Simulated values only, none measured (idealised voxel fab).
Module name: voxel ribs on slabs (process module)
Cross-section cut: width 275 nm, square cells of 5 nm.
A cross-section is written here as square cells arranged in a grid, and it is given in bands from the top down, each band taking up one or more rows of cells. Top height, bottom height, nm. Materials left to right, width each, nm. Single material + "edge to edge" = fills band edge to edge. "blank" = empty. Heights are reckoned from 0. Under this level, the received wafer is all of one material. The bottommost band is open-ended downward, for example "from 0 down". A two-number width, for instance "30 to 40", indicates that the width is equal to the first number in the top row of the band and to the second number in the bottom row, and that it changes by a constant amount per row of cells. It should be understood that the words "left unchanged", when stated for a given step, signify that the cross-section underwent no change in any of its cells during that step. In "Non-vented voids" the enclosed voids are listed, meaning empty spaces of 8 cells or larger without any opening to the top. The form is width x height at distance, distance from the left edge, units nm. Heads up: the bit after the settings on a step's line is the simulator's remark on that step. overlay nm: mask offset rightward from planned place, masked step; negative means leftward offset.
[Here's what the planned process steps look like]
- 1: op RECEIVE | material Si
- 2: op DIRECTIONAL_DEP | material SiO2 | thk nm 20
- 3: op DIRECTIONAL_DEP | material SiN | thk nm 20
- 4: op MASKED_ETCH | tone cover | mask id RIB | width nm 25 | etch materials SiN | depth nm 10 | overlay nm -15
- 5: op MASKED_ETCH | tone cover | mask id SLAB | width nm 55 | etch materials SiN | depth nm 10 | overlay nm 0
- 6: op FILL_DEP | material SiO2 | thk nm 25
- 7: op CMP | height nm 60
- 8: op DIRECTIONAL_DEP | material TiN | thk nm 5
- 9: op PATTERN | tone cover | mask id HEATER | material resist | width nm 35 | thk nm 20 | overlay nm 0
- 10: op DIRECTIONAL_ETCH | etch materials TiN | depth nm 5
- 11: op STRIP | etch materials resist
- 12: op CONFORMAL_DEP | material SiN | thk nm 10
It is noted that the wafers described herein are identical at the outset and are distinguished by the overlay nm of step 4; the value stated in the plan corresponds to the first wafer.
[Cross-section, first of several wafers, as delivered after step 1]
from 0 down: Si edge to edge
Non-vented voids: none
[Post step 12, the closing step of the module: first of several wafers, cross-sectioned]
from 75 to 70: 110 of blank, then 55 of SiN, then 110 of blank
from 70 to 65: SiN edge to edge
from 65 to 60: 120 of SiN, then 35 of TiN, then 120 of SiN
from 60 to 40: SiO2 edge to edge
from 40 to 30: 110 of SiO2, then 25 of SiN, then 140 of SiO2
from 30 to 20: 110 of SiO2, then 55 of SiN, then 110 of SiO2
from 20 to 0: SiO2 edge to edge
from 0 down: Si edge to edge
Non-vented voids: none
[The last wafer as seen in cross-section at the end of the module]
from 75 to 70: 110 of blank, then 55 of SiN, then 110 of blank
from 70 to 65: SiN edge to edge
from 65 to 60: 120 of SiN, then 35 of TiN, then 120 of SiN
from 60 to 40: SiO2 edge to edge
from 40 to 30: 140 of SiO2, then 25 of SiN, then 110 of SiO2
from 30 to 20: 110 of SiO2, then 55 of SiN, then 110 of SiO2
from 20 to 0: SiO2 edge to edge
from 0 down: Si edge to edge
Non-vented voids: none
[Take any row and you have a wafer at the end of the module: how many cells of each material it has gained (+) or lost (-) since it was received, and then its closed voids]
overlay nm -15; +146 SiN; +628 SiO2; +7 TiN; Non-vented voids: none
overlay nm -10; +146 SiN; +628 SiO2; +7 TiN; Non-vented voids: none
overlay nm -5; +146 SiN; +628 SiO2; +7 TiN; Non-vented voids: none
overlay nm 0; +146 SiN; +628 SiO2; +7 TiN; Non-vented voids: none
overlay nm 5; +146 SiN; +628 SiO2; +7 TiN; Non-vented voids: none
overlay nm 10; +146 SiN; +628 SiO2; +7 TiN; Non-vented voids: none
overlay nm 15; +146 SiN; +628 SiO2; +7 TiN; Non-vented voids: none
